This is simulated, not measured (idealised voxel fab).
Process module name: voxel transistor to metal
Cross-section cut spans 210 nm and uses square cells 5 nm in size.
A cross-section is written here as square cells arranged in a grid, and it is given in bands from the top down, each band taking up one or more rows of cells.
Band: top and bottom heights (nm) first, top before bottom; then materials from left to right, widths in nm. "everywhere" marks a sole material filling the band edge to edge. "blank" denotes empty space.
Measure heights from 0. That's the level where, below it, the as-received wafer is all one material. The lowest band is bottomless and extends downward; write it as in "0..down".
With a width like "30 to 40", each row of cells in the band differs from the next by the same amount, the top row carrying the first number and the bottom row the second.
Step marked "nothing changed"? Then no cell in the cross-section changed in it.
For the entry "Entrapped voids", the listed items are empty spaces with no open way to the top whose size is 8 cells or more; each item follows the pattern width x height at distance, where distance is from the left edge and all three are in nm.
Heads up: the bit after the settings on a step's line is the simulator's remark on that step.
overlay nm: where the mask lay relative to plan, measured to the right, on steps with a mask; negatives go left.
Below you will find pairs of cross-sections. In each, one shows the wafer before one process step and the other after it, with the after view ending at the lowest band that changed. Under each pair is the step separating them, along with its settings. Do not assume the pairs form a chain: they can come from different runs of this module on the same starting wafer, and a pair continues from the pair above it only when its "Ex-ante state" entry says so.

### Ex-ante state
  30..15: blank 80 / SiN 10 / SiCN 30 / SiN 10 / blank 80
  15..10: blank 80 / SiN 10 / polySi 30 / SiN 10 / blank 80
  10..-5: blank 60 / nSi 20 / SiN 10 / polySi 30 / SiN 10 / nSi 20 / blank 60
  -5..-10: blank 45 / nSi 35 / SiO2 50 / nSi 35 / blank 45
  -10..-25: SiO2 50 / nSi 30 / Si 50 / nSi 30 / SiO2 50
  -25..-40: Si 50 / nSi 30 / Si 50 / nSi 30 / Si 50
  -40..down: Si everywhere
  Entrapped voids: none

### Step Outcome
  40..30: SiO2 everywhere
  30..15: SiO2 80 / SiN 10 / SiCN 30 / SiN 10 / SiO2 80
  15..10: SiO2 80 / SiN 10 / polySi 30 / SiN 10 / SiO2 80
  10..-5: SiO2 60 / nSi 20 / SiN 10 / polySi 30 / SiN 10 / nSi 20 / SiO2 60
  -5..-10: SiO2 45 / nSi 35 / SiO2 50 / nSi 35 / SiO2 45
  below -10: unchanged
  Entrapped voids: none
Here is the step that sits between the two cross-sections above: FILL_DEP [material SiO2] [thk nm 10]

Ex-ante state: we pick up right where the pair above leaves off, with its after cross-section.

### Step Outcome
  15..10: SiO2 80 / SiN 10 / polySi 30 / SiN 10 / SiO2 80
  below 10: unchanged
  Entrapped voids: none
Here is the step that sits between the two cross-sections above: CMP [height nm 15]

Ex-ante state: we pick up right where the pair above leaves off, with its after cross-section.

### Step Outcome
  15..10: SiO2 80 / SiN 10 / blank 30 / SiN 10 / SiO2 80
  10..-5: SiO2 60 / nSi 20 / SiN 10 / blank 30 / SiN 10 / nSi 20 / SiO2 60
  below -5: unchanged
  Entrapped voids: none
Here is the step that sits between the two cross-sections above: STRIP [etch materials polySi]

Ex-ante state: we pick up right where the pair above leaves off, with its after cross-section.

### Step Outcome
  15..10: blank 80 / SiN 10 / blank 30 / SiN 10 / blank 80
  10..-5: SiO2 60 / nSi 20 / SiN 10 / blank 30 / SiN 10 / nSi 20 / SiO2 60
  -5..-10: SiO2 45 / nSi 35 / SiO2 5 / blank 40 / SiO2 5 / nSi 35 / SiO2 45
  below -10: unchanged
  Entrapped voids: none
Here is the step that sits between the two cross-sections above: SELECTIVE_ETCH [etch materials SiO2] [depth nm 5]

Ex-ante state: we pick up right where the pair above leaves off, with its after cross-section.

### Step Outcome
  20..15: blank 75 / HfO2 20 / blank 20 / HfO2 20 / blank 75
  15..10: HfO2 80 / SiN 10 / HfO2 5 / blank 20 / HfO2 5 / SiN 10 / HfO2 80
  10..-5: SiO2 60 / nSi 20 / SiN 10 / HfO2 5 / blank 20 / HfO2 5 / SiN 10 / nSi 20 / SiO2 60
  -5..-10: SiO2 45 / nSi 35 / SiO2 5 / HfO2 40 / SiO2 5 / nSi 35 / SiO2 45
  below -10: unchanged
  Entrapped voids: none
Here is the step that sits between the two cross-sections above: CONFORMAL_DEP [material HfO2] [thk nm 5]

Ex-ante state: we pick up right where the pair above leaves off, with its after cross-section.

### Step Outcome
  25..20: blank 70 / TiN 30 / blank 10 / TiN 30 / blank 70
  20..15: TiN 75 / HfO2 20 / TiN 5 / blank 10 / TiN 5 / HfO2 20 / TiN 75
  15..10: HfO2 80 / SiN 10 / HfO2 5 / TiN 5 / blank 10 / TiN 5 / HfO2 5 / SiN 10 / HfO2 80
  10..0: SiO2 60 / nSi 20 / SiN 10 / HfO2 5 / TiN 5 / blank 10 / TiN 5 / HfO2 5 / SiN 10 / nSi 20 / SiO2 60
  0..-5: SiO2 60 / nSi 20 / SiN 10 / HfO2 5 / TiN 20 / HfO2 5 / SiN 10 / nSi 20 / SiO2 60
  below -5: unchanged
  Entrapped voids: none
Here is the step that sits between the two cross-sections above: CONFORMAL_DEP [material TiN] [thk nm 5]

Ex-ante state: we pick up right where the pair above leaves off, with its after cross-section.

### Step Outcome
  35..25: W everywhere
  25..20: W 70 / TiN 30 / W 10 / TiN 30 / W 70
  20..15: TiN 75 / HfO2 20 / TiN 5 / W 10 / TiN 5 / HfO2 20 / TiN 75
  15..10: HfO2 80 / SiN 10 / HfO2 5 / TiN 5 / W 10 / TiN 5 / HfO2 5 / SiN 10 / HfO2 80
  10..0: SiO2 60 / nSi 20 / SiN 10 / HfO2 5 / TiN 5 / W 10 / TiN 5 / HfO2 5 / SiN 10 / nSi 20 / SiO2 60
  below 0: unchanged
  Entrapped voids: none
Here is the step that sits between the two cross-sections above: FILL_DEP [material W] [thk nm 10]

Ex-ante state: we pick up right where the pair above leaves off, with its after cross-section.

### Step Outcome
  10..0: SiO2 60 / nSi 20 / SiN 10 / HfO2 5 / TiN 5 / W 10 / TiN 5 / HfO2 5 / SiN 10 / nSi 20 / SiO2 60
  below 0: unchanged
  Entrapped voids: none
Here is the step that sits between the two cross-sections above: CMP [height nm 10]

Ex-ante state: we pick up right where the pair above leaves off, with its after cross-section.

### Step Outcome
  20..10: SiO2 everywhere
  below 10: unchanged
  Entrapped voids: none
Here is the step that sits between the two cross-sections above: DIRECTIONAL_DEP [material SiO2] [thk nm 10]

Ex-ante state: we pick up right where the pair above leaves off, with its after cross-section.

### Step Outcome
  35..20: aC everywhere
  below 20: unchanged
  Entrapped voids: none
Here is the step that sits between the two cross-sections above: DIRECTIONAL_DEP [material aC] [thk nm 15]

Ex-ante state: we pick up right where the pair above leaves off, with its after cross-section.

### Step Outcome
  70..35: resist 60 / blank 15 / resist 60 / blank 15 / resist 60
  below 35: unchanged
  Entrapped voids: none
Here is the step that sits between the two cross-sections above: PATTERN [tone open] [mask id CONTACT] [material resist] [width nm 15] [pitch nm 75] [thk nm 35] [overlay nm 0]

Ex-ante state: we pick up right where the pair above leaves off, with its after cross-section.

### Step Outcome
  55..35: resist 60 / blank 15 / resist 60 / blank 15 / resist 60
  35..20: aC 60 / blank 15 / aC 60 / blank 15 / aC 60
  below 20: unchanged
  Entrapped voids: none
Here is the step that sits between the two cross-sections above: DIRECTIONAL_ETCH [etch materials aC] [depth nm 15]

Ex-ante state: we pick up right where the pair above leaves off, with its after cross-section.

### Step Outcome
  35..20: aC 60 / blank 15 / aC 60 / blank 15 / aC 60
  below 20: unchanged
  Entrapped voids: none
Here is the step that sits between the two cross-sections above: STRIP [etch materials resist]

Ex-ante state: we pick up right where the pair above leaves off, with its after cross-section.

### Step Outcome
  35..20: aC 60 / blank 15 / aC 60 / blank 15 / aC 60
  20..10: SiO2 60 / blank 15 / SiO2 60 / blank 15 / SiO2 60
  below 10: unchanged
  Entrapped voids: none
Here is the step that sits between the two cross-sections above: DIRECTIONAL_ETCH [etch materials SiO2] [depth nm 10]

Ex-ante state: we pick up right where the pair above leaves off, with its after cross-section.

### Step Outcome
  20..10: SiO2 60 / blank 15 / SiO2 60 / blank 15 / SiO2 60
  below 10: unchanged
  Entrapped voids: none
Here is the step that sits between the two cross-sections above: STRIP [etch materials aC]

Ex-ante state: we pick up right where the pair above leaves off, with its after cross-section.

### Step Outcome
  25..20: TiN 65 / blank 5 / TiN 70 / blank 5 / TiN 65
  20..15: SiO2 60 / TiN 5 / blank 5 / TiN 5 / SiO2 60 / TiN 5 / blank 5 / TiN 5 / SiO2 60
  15..10: SiO2 60 / TiN 15 / SiO2 60 / TiN 15 / SiO2 60
  below 10: unchanged
  Entrapped voids: none
Here is the step that sits between the two cross-sections above: CONFORMAL_DEP [material TiN] [thk nm 5]

Ex-ante state: we pick up right where the pair above leaves off, with its after cross-section.

### Step Outcome
  35..25: Ru everywhere
  25..20: TiN 65 / Ru 5 / TiN 70 / Ru 5 / TiN 65
  20..15: SiO2 60 / TiN 5 / Ru 5 / TiN 5 / SiO2 60 / TiN 5 / Ru 5 / TiN 5 / SiO2 60
  below 15: unchanged
  Entrapped voids: none
Here is the step that sits between the two cross-sections above: FILL_DEP [material Ru] [thk nm 10]

Ex-ante state: we pick up right where the pair above leaves off, with its after cross-section.

### Step Outcome
  20..15: SiO2 60 / TiN 5 / Ru 5 / TiN 5 / SiO2 60 / TiN 5 / Ru 5 / TiN 5 / SiO2 60
  below 15: unchanged
  Entrapped voids: none
Here is the step that sits between the two cross-sections above: CMP [height nm 20]

Ex-ante state: we pick up right where the pair above leaves off, with its after cross-section.

### Step Outcome
  25..20: SiCN everywhere
  below 20: unchanged
  Entrapped voids: none
Here is the step that sits between the two cross-sections above: CONFORMAL_DEP [material SiCN] [thk nm 5]

Ex-ante state: we pick up right where the pair above leaves off, with its after cross-section.

### Step Outcome
  40..25: SiO2 everywhere
  below 25: unchanged
  Entrapped voids: none
Here is the step that sits between the two cross-sections above: DIRECTIONAL_DEP [material SiO2] [thk nm 15]

Ex-ante state: we pick up right where the pair above leaves off, with its after cross-section.

### Step Outcome
  60..40: resist 60 / blank 15 / resist 60 / blank 15 / resist 60
  below 40: unchanged
  Entrapped voids: none
Here is the step that sits between the two cross-sections above: PATTERN [tone open] [mask id METAL_1] [material resist] [width nm 15] [pitch nm 75] [thk nm 20] [overlay nm 0]

Ex-ante state: we pick up right where the pair above leaves off, with its after cross-section.

### Step Outcome
  60..40: resist 60 / blank 15 / resist 60 / blank 15 / resist 60
  40..25: SiO2 60 / blank 15 / SiO2 60 / blank 15 / SiO2 60
  below 25: unchanged
  Entrapped voids: none
Here is the step that sits between the two cross-sections above: DIRECTIONAL_ETCH [etch materials SiO2] [depth nm 15]

Ex-ante state: we pick up right where the pair above leaves off, with its after cross-section.

### Step Outcome
  60..40: resist 60 / blank 15 / resist 60 / blank 15 / resist 60
  40..25: SiO2 60 / blank 15 / SiO2 60 / blank 15 / SiO2 60
  25..20: SiCN 60 / blank 15 / SiCN 60 / blank 15 / SiCN 60
  below 20: unchanged
  Entrapped voids: none
Here is the step that sits between the two cross-sections above: DIRECTIONAL_ETCH [etch materials SiCN] [depth nm 5]

Ex-ante state: we pick up right where the pair above leaves off, with its after cross-section.

### Step Outcome
  40..25: SiO2 60 / blank 15 / SiO2 60 / blank 15 / SiO2 60
  below 25: unchanged
  Entrapped voids: none
Here is the step that sits between the two cross-sections above: STRIP [etch materials resist]

Ex-ante state: we pick up right where the pair above leaves off, with its after cross-section.

### Step Outcome
  45..40: TiN 65 / blank 5 / TiN 70 / blank 5 / TiN 65
  40..25: SiO2 60 / TiN 5 / blank 5 / TiN 5 / SiO2 60 / TiN 5 / blank 5 / TiN 5 / SiO2 60
  25..20: SiCN 60 / TiN 15 / SiCN 60 / TiN 15 / SiCN 60
  below 20: unchanged
  Entrapped voids: none
Here is the step that sits between the two cross-sections above: CONFORMAL_DEP [material TiN] [thk nm 5]

Ex-ante state: we pick up right where the pair above leaves off, with its after cross-section.

### Step Outcome
  55..45: Ru everywhere
  45..40: TiN 65 / Ru 5 / TiN 70 / Ru 5 / TiN 65
  40..25: SiO2 60 / TiN 5 / Ru 5 / TiN 5 / SiO2 60 / TiN 5 / Ru 5 / TiN 5 / SiO2 60
  below 25: unchanged
  Entrapped voids: none
Here is the step that sits between the two cross-sections above: FILL_DEP [material Ru] [thk nm 10]

Ex-ante state: we pick up right where the pair above leaves off, with its after cross-section.

### Step Outcome
  40..25: SiO2 60 / TiN 5 / Ru 5 / TiN 5 / SiO2 60 / TiN 5 / Ru 5 / TiN 5 / SiO2 60
  below 25: unchanged
  Entrapped voids: none
Here is the step that sits between the two cross-sections above: CMP [height nm 40]

Ex-ante state: we pick up right where the pair above leaves off, with its after cross-section.

### Step Outcome
  45..40: SiN everywhere
  below 40: unchanged
  Entrapped voids: none
Here is the step that sits between the two cross-sections above: CONFORMAL_DEP [material SiN] [thk nm 5]

### Ex-ante state
  20..15: SiO2 60 / TiN 5 / Ru 5 / TiN 5 / SiO2 60 / TiN 5 / Ru 5 / TiN 5 / SiO2 60
  15..10: SiO2 60 / TiN 15 / SiO2 60 / TiN 15 / SiO2 60
  10..0: SiO2 60 / nSi 20 / SiN 10 / HfO2 5 / TiN 5 / W 10 / TiN 5 / HfO2 5 / SiN 10 / nSi 20 / SiO2 60
  0..-5: SiO2 60 / nSi 20 / SiN 10 / HfO2 5 / TiN 20 / HfO2 5 / SiN 10 / nSi 20 / SiO2 60
  -5..-10: SiO2 45 / nSi 35 / SiO2 5 / HfO2 40 / SiO2 5 / nSi 35 / SiO2 45
  -10..-25: SiO2 50 / nSi 30 / Si 50 / nSi 30 / SiO2 50
  -25..down: Si everywhere
  Entrapped voids: none

### Step Outcome
  35..20: SiO2 everywhere
  below 20: unchanged
  Entrapped voids: none
Here is the step that sits between the two cross-sections above: DIRECTIONAL_DEP [material SiO2] [thk nm 15]

Ex-ante state: we pick up right where the pair above leaves off, with its after cross-section.

### Step Outcome
  40..35: SiCN everywhere
  below 35: unchanged
  Entrapped voids: none
Here is the step that sits between the two cross-sections above: CONFORMAL_DEP [material SiCN] [thk nm 5]

Ex-ante state: we pick up right where the pair above leaves off, with its after cross-section.

### Step Outcome
  60..40: resist 60 / blank 15 / resist 60 / blank 15 / resist 60
  below 40: unchanged
  Entrapped voids: none
Here is the step that sits between the two cross-sections above: PATTERN [tone open] [mask id METAL_1] [material resist] [width nm 15] [pitch nm 75] [thk nm 20] [overlay nm 0]

Ex-ante state: we pick up right where the pair above leaves off, with its after cross-section.

### Step Outcome
  60..40: resist 60 / blank 15 / resist 60 / blank 15 / resist 60
  40..35: SiCN 60 / blank 15 / SiCN 60 / blank 15 / SiCN 60
  below 35: unchanged
  Entrapped voids: none
Here is the step that sits between the two cross-sections above: DIRECTIONAL_ETCH [etch materials SiCN] [depth nm 5]

Ex-ante state: we pick up right where the pair above leaves off, with its after cross-section.

### Step Outcome
  40..35: SiCN 60 / blank 15 / SiCN 60 / blank 15 / SiCN 60
  below 35: unchanged
  Entrapped voids: none
Here is the step that sits between the two cross-sections above: STRIP [etch materials resist]

Ex-ante state: we pick up right where the pair above leaves off, with its after cross-section.

### Step Outcome
  45..40: TiN 65 / blank 5 / TiN 70 / blank 5 / TiN 65
  40..35: SiCN 60 / TiN 15 / SiCN 60 / TiN 15 / SiCN 60
  below 35: unchanged
  Entrapped voids: none
Here is the step that sits between the two cross-sections above: CONFORMAL_DEP [material TiN] [thk nm 5]

Ex-ante state: we pick up right where the pair above leaves off, with its after cross-section.

### Step Outcome
  55..45: Ru everywhere
  45..40: TiN 65 / Ru 5 / TiN 70 / Ru 5 / TiN 65
  below 40: unchanged
  Entrapped voids: none
Here is the step that sits between the two cross-sections above: FILL_DEP [material Ru] [thk nm 10]

Ex-ante state: we pick up right where the pair above leaves off, with its after cross-section.

### Step Outcome
  40..35: SiCN 60 / TiN 15 / SiCN 60 / TiN 15 / SiCN 60
  below 35: unchanged
  Entrapped voids: none
Here is the step that sits between the two cross-sections above: CMP [height nm 40]

Ex-ante state: we pick up right where the pair above leaves off, with its after cross-section.

### Step Outcome
  45..40: SiN everywhere
  below 40: unchanged
  Entrapped voids: none
Here is the step that sits between the two cross-sections above: CONFORMAL_DEP [material SiN] [thk nm 5]

### Ex-ante state
  55..45: Ru everywhere
  45..40: TiN 65 / Ru 5 / TiN 70 / Ru 5 / TiN 65
  40..25: SiO2 60 / TiN 5 / Ru 5 / TiN 5 / SiO2 60 / TiN 5 / Ru 5 / TiN 5 / SiO2 60
  25..20: SiCN 60 / TiN 15 / SiCN 60 / TiN 15 / SiCN 60
  20..15: SiO2 60 / TiN 5 / Ru 5 / TiN 5 / SiO2 60 / TiN 5 / Ru 5 / TiN 5 / SiO2 60
  15..10: SiO2 60 / TiN 15 / SiO2 60 / TiN 15 / SiO2 60
  10..0: SiO2 60 / nSi 20 / SiN 10 / HfO2 5 / TiN 5 / W 10 / TiN 5 / HfO2 5 / SiN 10 / nSi 20 / SiO2 60
  0..-5: SiO2 60 / nSi 20 / SiN 10 / HfO2 5 / TiN 20 / HfO2 5 / SiN 10 / nSi 20 / SiO2 60
  -5..-10: SiO2 45 / nSi 35 / SiO2 5 / HfO2 40 / SiO2 5 / nSi 35 / SiO2 45
  -10..-25: SiO2 50 / nSi 30 / Si 50 / nSi 30 / SiO2 50
  -25..down: Si everywhere
  Entrapped voids: none

### Step Outcome
  50..45: Ru everywhere
  below 45: unchanged
  Entrapped voids: none
Here is the step that sits between the two cross-sections above: CMP [height nm 50]

Ex-ante state: we pick up right where the pair above leaves off, with its after cross-section.

### Step Outcome
  55..50: SiN everywhere
  below 50: unchanged
  Entrapped voids: none
Here is the step that sits between the two cross-sections above: CONFORMAL_DEP [material SiN] [thk nm 5]

### Ex-ante state
  40..25: SiO2 everywhere
  25..20: SiCN everywhere
  20..15: SiO2 60 / TiN 5 / Ru 5 / TiN 5 / SiO2 60 / TiN 5 / Ru 5 / TiN 5 / SiO2 60
  15..10: SiO2 60 / TiN 15 / SiO2 60 / TiN 15 / SiO2 60
  10..0: SiO2 60 / nSi 20 / SiN 10 / HfO2 5 / TiN 5 / W 10 / TiN 5 / HfO2 5 / SiN 10 / nSi 20 / SiO2 60
  0..-5: SiO2 60 / nSi 20 / SiN 10 / HfO2 5 / TiN 20 / HfO2 5 / SiN 10 / nSi 20 / SiO2 60
  -5..-10: SiO2 45 / nSi 35 / SiO2 5 / HfO2 40 / SiO2 5 / nSi 35 / SiO2 45
  -10..-25: SiO2 50 / nSi 30 / Si 50 / nSi 30 / SiO2 50
  -25..down: Si everywhere
  Entrapped voids: none

### Step Outcome
  60..40: resist 60 / blank 20 / resist 55 / blank 20 / resist 55
  below 40: unchanged
  Entrapped voids: none
Here is the step that sits between the two cross-sections above: PATTERN [tone open] [mask id METAL_1] [material resist] [width nm 20] [pitch nm 75] [thk nm 20] [overlay nm 0]

Ex-ante state: we pick up right where the pair above leaves off, with its after cross-section.

### Step Outcome
  60..40: resist 60 / blank 20 / resist 55 / blank 20 / resist 55
  40..25: SiO2 60 / blank 20 / SiO2 55 / blank 20 / SiO2 55
  below 25: unchanged
  Entrapped voids: none
Here is the step that sits between the two cross-sections above: DIRECTIONAL_ETCH [etch materials SiO2] [depth nm 15]

Ex-ante state: we pick up right where the pair above leaves off, with its after cross-section.

### Step Outcome
  60..40: resist 60 / blank 20 / resist 55 / blank 20 / resist 55
  40..25: SiO2 60 / blank 20 / SiO2 55 / blank 20 / SiO2 55
  25..20: SiCN 60 / blank 20 / SiCN 55 / blank 20 / SiCN 55
  below 20: unchanged
  Entrapped voids: none
Here is the step that sits between the two cross-sections above: DIRECTIONAL_ETCH [etch materials SiCN] [depth nm 5]

Ex-ante state: we pick up right where the pair above leaves off, with its after cross-section.

### Step Outcome
  40..25: SiO2 60 / blank 20 / SiO2 55 / blank 20 / SiO2 55
  below 25: unchanged
  Entrapped voids: none
Here is the step that sits between the two cross-sections above: STRIP [etch materials resist]

Ex-ante state: we pick up right where the pair above leaves off, with its after cross-section.

### Step Outcome
  45..40: TiN 65 / blank 10 / TiN 65 / blank 10 / TiN 60
  40..25: SiO2 60 / TiN 5 / blank 10 / TiN 5 / SiO2 55 / TiN 5 / blank 10 / TiN 5 / SiO2 55
  25..20: SiCN 60 / TiN 20 / SiCN 55 / TiN 20 / SiCN 55
  below 20: unchanged
  Entrapped voids: none
Here is the step that sits between the two cross-sections above: CONFORMAL_DEP [material TiN] [thk nm 5]

Ex-ante state: we pick up right where the pair above leaves off, with its after cross-section.

### Step Outcome
  55..45: Ru everywhere
  45..40: TiN 65 / Ru 10 / TiN 65 / Ru 10 / TiN 60
  40..25: SiO2 60 / TiN 5 / Ru 10 / TiN 5 / SiO2 55 / TiN 5 / Ru 10 / TiN 5 / SiO2 55
  below 25: unchanged
  Entrapped voids: none
Here is the step that sits between the two cross-sections above: FILL_DEP [material Ru] [thk nm 10]

Ex-ante state: we pick up right where the pair above leaves off, with its after cross-section.

### Step Outcome
  40..25: SiO2 60 / TiN 5 / Ru 10 / TiN 5 / SiO2 55 / TiN 5 / Ru 10 / TiN 5 / SiO2 55
  below 25: unchanged
  Entrapped voids: none
Here is the step that sits between the two cross-sections above: CMP [height nm 40]

Ex-ante state: we pick up right where the pair above leaves off, with its after cross-section.

### Step Outcome
  45..40: SiN everywhere
  below 40: unchanged
  Entrapped voids: none
Here is the step that sits between the two cross-sections above: CONFORMAL_DEP [material SiN] [thk nm 5]

### Ex-ante state
  40..25: SiO2 everywhere
  25..20: SiCN everywhere
  20..15: SiO2 60 / TiN 5 / Ru 5 / TiN 5 / SiO2 60 / TiN 5 / Ru 5 / TiN 5 / SiO2 60
  15..10: SiO2 60 / TiN 15 / SiO2 60 / TiN 15 / SiO2 60
  10..0: SiO2 60 / nSi 20 / SiN 10 / HfO2 5 / TiN 5 / W 10 / TiN 5 / HfO2 5 / SiN 10 / nSi 20 / SiO2 60
  0..-5: SiO2 60 / nSi 20 / SiN 10 / HfO2 5 / TiN 20 / HfO2 5 / SiN 10 / nSi 20 / SiO2 60
  -5..-10: SiO2 45 / nSi 35 / SiO2 5 / HfO2 40 / SiO2 5 / nSi 35 / SiO2 45
  -10..-25: SiO2 50 / nSi 30 / Si 50 / nSi 30 / SiO2 50
  -25..down: Si everywhere
  Entrapped voids: none

### Step Outcome
  60..40: resist 70 / blank 15 / resist 60 / blank 15 / resist 50
  below 40: unchanged
  Entrapped voids: none
Here is the step that sits between the two cross-sections above: PATTERN [tone open] [mask id METAL_1] [material resist] [width nm 15] [pitch nm 75] [thk nm 20] [overlay nm 10]

Ex-ante state: we pick up right where the pair above leaves off, with its after cross-section.

### Step Outcome
  60..40: resist 70 / blank 15 / resist 60 / blank 15 / resist 50
  40..25: SiO2 70 / blank 15 / SiO2 60 / blank 15 / SiO2 50
  below 25: unchanged
  Entrapped voids: none
Here is the step that sits between the two cross-sections above: DIRECTIONAL_ETCH [etch materials SiO2] [depth nm 15]

Ex-ante state: we pick up right where the pair above leaves off, with its after cross-section.

### Step Outcome
  60..40: resist 70 / blank 15 / resist 60 / blank 15 / resist 50
  40..25: SiO2 70 / blank 15 / SiO2 60 / blank 15 / SiO2 50
  25..20: SiCN 70 / blank 15 / SiCN 60 / blank 15 / SiCN 50
  below 20: unchanged
  Entrapped voids: none
Here is the step that sits between the two cross-sections above: DIRECTIONAL_ETCH [etch materials SiCN] [depth nm 5]

Ex-ante state: we pick up right where the pair above leaves off, with its after cross-section.

### Step Outcome
  40..25: SiO2 70 / blank 15 / SiO2 60 / blank 15 / SiO2 50
  below 25: unchanged
  Entrapped voids: none
Here is the step that sits between the two cross-sections above: STRIP [etch materials resist]

Ex-ante state: we pick up right where the pair above leaves off, with its after cross-section.

### Step Outcome
  45..40: TiN 75 / blank 5 / TiN 70 / blank 5 / TiN 55
  40..25: SiO2 70 / TiN 5 / blank 5 / TiN 5 / SiO2 60 / TiN 5 / blank 5 / TiN 5 / SiO2 50
  25..20: SiCN 70 / TiN 15 / SiCN 60 / TiN 15 / SiCN 50
  below 20: unchanged
  Entrapped voids: none
Here is the step that sits between the two cross-sections above: CONFORMAL_DEP [material TiN] [thk nm 5]

Ex-ante state: we pick up right where the pair above leaves off, with its after cross-section.

### Step Outcome
  55..45: Ru everywhere
  45..40: TiN 75 / Ru 5 / TiN 70 / Ru 5 / TiN 55
  40..25: SiO2 70 / TiN 5 / Ru 5 / TiN 5 / SiO2 60 / TiN 5 / Ru 5 / TiN 5 / SiO2 50
  below 25: unchanged
  Entrapped voids: none
Here is the step that sits between the two cross-sections above: FILL_DEP [material Ru] [thk nm 10]

Ex-ante state: we pick up right where the pair above leaves off, with its after cross-section.

### Step Outcome
  40..25: SiO2 70 / TiN 5 / Ru 5 / TiN 5 / SiO2 60 / TiN 5 / Ru 5 / TiN 5 / SiO2 50
  below 25: unchanged
  Entrapped voids: none
Here is the step that sits between the two cross-sections above: CMP [height nm 40]

Ex-ante state: we pick up right where the pair above leaves off, with its after cross-section.

### Step Outcome
  45..40: SiN everywhere
  below 40: unchanged
  Entrapped voids: none
Here is the step that sits between the two cross-sections above: CONFORMAL_DEP [material SiN] [thk nm 5]

### Ex-ante state
  25..20: TiN 65 / blank 5 / TiN 70 / blank 5 / TiN 65
  20..15: SiO2 60 / TiN 5 / blank 5 / TiN 5 / SiO2 60 / TiN 5 / blank 5 / TiN 5 / SiO2 60
  15..10: SiO2 60 / TiN 15 / SiO2 60 / TiN 15 / SiO2 60
  10..0: SiO2 60 / nSi 20 / SiN 10 / HfO2 5 / TiN 5 / W 10 / TiN 5 / HfO2 5 / SiN 10 / nSi 20 / SiO2 60
  0..-5: SiO2 60 / nSi 20 / SiN 10 / HfO2 5 / TiN 20 / HfO2 5 / SiN 10 / nSi 20 / SiO2 60
  -5..-10: SiO2 45 / nSi 35 / SiO2 5 / HfO2 40 / SiO2 5 / nSi 35 / SiO2 45
  -10..-25: SiO2 50 / nSi 30 / Si 50 / nSi 30 / SiO2 50
  -25..down: Si everywhere
  Entrapped voids: none

### Step Outcome
  35..25: HfO2 everywhere
  25..20: TiN 65 / HfO2 5 / TiN 70 / HfO2 5 / TiN 65
  20..15: SiO2 60 / TiN 5 / HfO2 5 / TiN 5 / SiO2 60 / TiN 5 / HfO2 5 / TiN 5 / SiO2 60
  below 15: unchanged
  Entrapped voids: none
Here is the step that sits between the two cross-sections above: FILL_DEP [material HfO2] [thk nm 10]

Ex-ante state: we pick up right where the pair above leaves off, with its after cross-section.

### Step Outcome
  20..15: SiO2 60 / TiN 5 / HfO2 5 / TiN 5 / SiO2 60 / TiN 5 / HfO2 5 / TiN 5 / SiO2 60
  below 15: unchanged
  Entrapped voids: none
Here is the step that sits between the two cross-sections above: CMP [height nm 20]

Ex-ante state: we pick up right where the pair above leaves off, with its after cross-section.

### Step Outcome
  25..20: SiCN everywhere
  below 20: unchanged
  Entrapped voids: none
Here is the step that sits between the two cross-sections above: CONFORMAL_DEP [material SiCN] [thk nm 5]

Ex-ante state: we pick up right where the pair above leaves off, with its after cross-section.

### Step Outcome
  40..25: SiO2 everywhere
  below 25: unchanged
  Entrapped voids: none
Here is the step that sits between the two cross-sections above: DIRECTIONAL_DEP [material SiO2] [thk nm 15]

Ex-ante state: we pick up right where the pair above leaves off, with its after cross-section.

### Step Outcome
  60..40: resist 60 / blank 15 / resist 60 / blank 15 / resist 60
  below 40: unchanged
  Entrapped voids: none
Here is the step that sits between the two cross-sections above: PATTERN [tone open] [mask id METAL_1] [material resist] [width nm 15] [pitch nm 75] [thk nm 20] [overlay nm 0]

Ex-ante state: we pick up right where the pair above leaves off, with its after cross-section.

### Step Outcome
  60..40: resist 60 / blank 15 / resist 60 / blank 15 / resist 60
  40..25: SiO2 60 / blank 15 / SiO2 60 / blank 15 / SiO2 60
  below 25: unchanged
  Entrapped voids: none
Here is the step that sits between the two cross-sections above: DIRECTIONAL_ETCH [etch materials SiO2] [depth nm 15]

Ex-ante state: we pick up right where the pair above leaves off, with its after cross-section.

### Step Outcome
  60..40: resist 60 / blank 15 / resist 60 / blank 15 / resist 60
  40..25: SiO2 60 / blank 15 / SiO2 60 / blank 15 / SiO2 60
  25..20: SiCN 60 / blank 15 / SiCN 60 / blank 15 / SiCN 60
  below 20: unchanged
  Entrapped voids: none
Here is the step that sits between the two cross-sections above: DIRECTIONAL_ETCH [etch materials SiCN] [depth nm 5]

Ex-ante state: we pick up right where the pair above leaves off, with its after cross-section.

### Step Outcome
  40..25: SiO2 60 / blank 15 / SiO2 60 / blank 15 / SiO2 60
  below 25: unchanged
  Entrapped voids: none
Here is the step that sits between the two cross-sections above: STRIP [etch materials resist]

Ex-ante state: we pick up right where the pair above leaves off, with its after cross-section.

### Step Outcome
  45..40: TiN 65 / blank 5 / TiN 70 / blank 5 / TiN 65
  40..25: SiO2 60 / TiN 5 / blank 5 / TiN 5 / SiO2 60 / TiN 5 / blank 5 / TiN 5 / SiO2 60
  25..20: SiCN 60 / TiN 15 / SiCN 60 / TiN 15 / SiCN 60
  below 20: unchanged
  Entrapped voids: none
Here is the step that sits between the two cross-sections above: CONFORMAL_DEP [material TiN] [thk nm 5]

Ex-ante state: we pick up right where the pair above leaves off, with its after cross-section.

### Step Outcome
  55..45: Ru everywhere
  45..40: TiN 65 / Ru 5 / TiN 70 / Ru 5 / TiN 65
  40..25: SiO2 60 / TiN 5 / Ru 5 / TiN 5 / SiO2 60 / TiN 5 / Ru 5 / TiN 5 / SiO2 60
  below 25: unchanged
  Entrapped voids: none
Here is the step that sits between the two cross-sections above: FILL_DEP [material Ru] [thk nm 10]

Ex-ante state: we pick up right where the pair above leaves off, with its after cross-section.

### Step Outcome
  40..25: SiO2 60 / TiN 5 / Ru 5 / TiN 5 / SiO2 60 / TiN 5 / Ru 5 / TiN 5 / SiO2 60
  below 25: unchanged
  Entrapped voids: none
Here is the step that sits between the two cross-sections above: CMP [height nm 40]

Ex-ante state: we pick up right where the pair above leaves off, with its after cross-section.

### Step Outcome
  45..40: SiN everywhere
  below 40: unchanged
  Entrapped voids: none
Here is the step that sits between the two cross-sections above: CONFORMAL_DEP [material SiN] [thk nm 5]
